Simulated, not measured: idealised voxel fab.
process module | voxel transistor to metal
cross-section cut | 175 nm wide | cells 5 nm
A cross-section is a grid of square cells, given in bands from the top down. A band is one or more rows of cells.
Each band's line starts with the height of the band's top and of its bottom, in nm. Then come its materials from left to right, each with its width in nm. One material with "throughout" fills the band from edge to edge. "air" is empty space.
Height 0 is the level under which the wafer as received is all one material. The lowest band goes on downwards, as in "0 down".
A width such as "30 to 40" changes by the same amount from each row of cells to the next, from the band's top row to its bottom row.
"no change" after a step means that no cell of the cross-section changed.
closed voids: empty space of 8 cells or more with no open way to the top, each as width x height at its distance from the left edge, in nm
after a step's settings: what the simulator itself notes on the step
overlay nm, on a step with a mask: how far to the right of its planned place the mask lay; to the left if negative
plan
1 op RECEIVE | material Si
2 op CONFORMAL_DEP | material SiO2 | thk nm 5
3 op CONFORMAL_DEP | material SiN | thk nm 10
4 op DIRECTIONAL_DEP | material aC | thk nm 15
5 op PATTERN | tone cover | mask id ACTIVE | material resist | width nm 115 | thk nm 35 | overlay nm 0
6 op DIRECTIONAL_ETCH | etch materials aC | depth nm 15
7 op STRIP | etch materials resist
8 op DIRECTIONAL_ETCH | etch materials SiN | depth nm 10
9 op DIRECTIONAL_ETCH | etch materials SiO2 | depth nm 5
10 op DIRECTIONAL_ETCH | etch materials Si | depth nm 25
11 op STRIP | etch materials aC
12 op OXIDIZE | depth nm 5
13 op FILL_DEP | material SiO2 | thk nm 10
14 op CMP | height nm 15
15 op SELECTIVE_ETCH | etch materials SiO2 | depth nm 5
16 op STRIP | etch materials SiN
17 op SELECTIVE_ETCH | etch materials SiO2 | depth nm 5
18 op OXIDIZE | depth nm 5
19 op DIRECTIONAL_DEP | material polySi | thk nm 30
20 op DIRECTIONAL_DEP | material SiCN | thk nm 10
21 op DIRECTIONAL_DEP | material aC | thk nm 15
22 op PATTERN | tone cover | mask id GATE | material resist | width nm 25 | thk nm 30 | overlay nm 0
23 op DIRECTIONAL_ETCH | etch materials aC | depth nm 15
24 op STRIP | etch materials resist
25 op DIRECTIONAL_ETCH | etch materials SiCN | depth nm 20
26 op DIRECTIONAL_ETCH | etch materials polySi | depth nm 40
27 op STRIP | etch materials aC
28 op CONFORMAL_DEP | material SiN | thk nm 10
29 op DIRECTIONAL_ETCH | etch materials SiN | depth nm 10
30 op DIRECTIONAL_ETCH | etch materials SiO2 | depth nm 5
31 op DIRECTIONAL_ETCH | etch materials Si | depth nm 5
32 op EPI | material pSi | thk nm 5
33 op FILL_DEP | material SiO2 | thk nm 5
34 op CMP | height nm 30
35 op STRIP | etch materials polySi
36 op SELECTIVE_ETCH | etch materials SiO2 | depth nm 5
37 op CONFORMAL_DEP | material HfO2 | thk nm 5
38 op CONFORMAL_DEP | material TiN | thk nm 5
39 op FILL_DEP | material W | thk nm 10
40 op CMP | height nm 25
41 op DIRECTIONAL_DEP | material SiO2 | thk nm 15
42 op DIRECTIONAL_DEP | material aC | thk nm 15
43 op PATTERN | tone open | mask id CONTACT | material resist | width nm 15 | pitch nm 80 | thk nm 35 | overlay nm 0
44 op DIRECTIONAL_ETCH | etch materials aC | depth nm 15
45 op STRIP | etch materials resist
46 op DIRECTIONAL_ETCH | etch materials SiO2 | depth nm 45
47 op STRIP | etch materials aC
48 op CONFORMAL_DEP | material TiN | thk nm 5
49 op FILL_DEP | material Ru | thk nm 10
50 op CMP | height nm 40
51 op DIRECTIONAL_DEP | material TiN | thk nm 5
52 op DIRECTIONAL_DEP | material W | thk nm 15
53 op MASKED_ETCH | tone cover | mask id METAL_1 | width nm 15 | pitch nm 80 | etch materials W | depth nm 15 | overlay nm 0
54 op MASKED_ETCH | tone cover | mask id METAL_1 | width nm 15 | pitch nm 80 | etch materials TiN | depth nm 5 | overlay nm 0
55 op CONFORMAL_DEP | material SiN | thk nm 5
56 op FILL_DEP | material SiO2 | thk nm 10
57 op CMP | height nm 60
58 op CONFORMAL_DEP | material SiCN | thk nm 5
varied across the wafers: depth nm of step 10. The plan shows the first wafer's value. All wafers start alike
first wafer as received, after step 1
  0 down: Si throughout
  closed voids: none
each wafer at the end: cells of each material gained (+) or lost (-) since it was received, then its closed voids
depth nm 25 | +17 HfO2 | +16 Ru | -117 Si | +35 SiCN | +65 SiN | +348 SiO2 | +55 TiN | +22 W | +14 pSi | closed voids: none
depth nm 30 | +17 HfO2 | +16 Ru | -131 Si | +35 SiCN | +65 SiN | +362 SiO2 | +55 TiN | +22 W | +14 pSi | closed voids: none
depth nm 35 | +17 HfO2 | +16 Ru | -145 Si | +35 SiCN | +65 SiN | +376 SiO2 | +55 TiN | +22 W | +14 pSi | closed voids: none
depth nm 40 | +17 HfO2 | +16 Ru | -159 Si | +35 SiCN | +65 SiN | +390 SiO2 | +55 TiN | +22 W | +14 pSi | closed voids: none
depth nm 45 | +17 HfO2 | +16 Ru | -173 Si | +35 SiCN | +65 SiN | +404 SiO2 | +55 TiN | +22 W | +14 pSi | closed voids: none
depth nm 50 | +17 HfO2 | +16 Ru | -187 Si | +35 SiCN | +65 SiN | +418 SiO2 | +55 TiN | +22 W | +14 pSi | closed voids: none
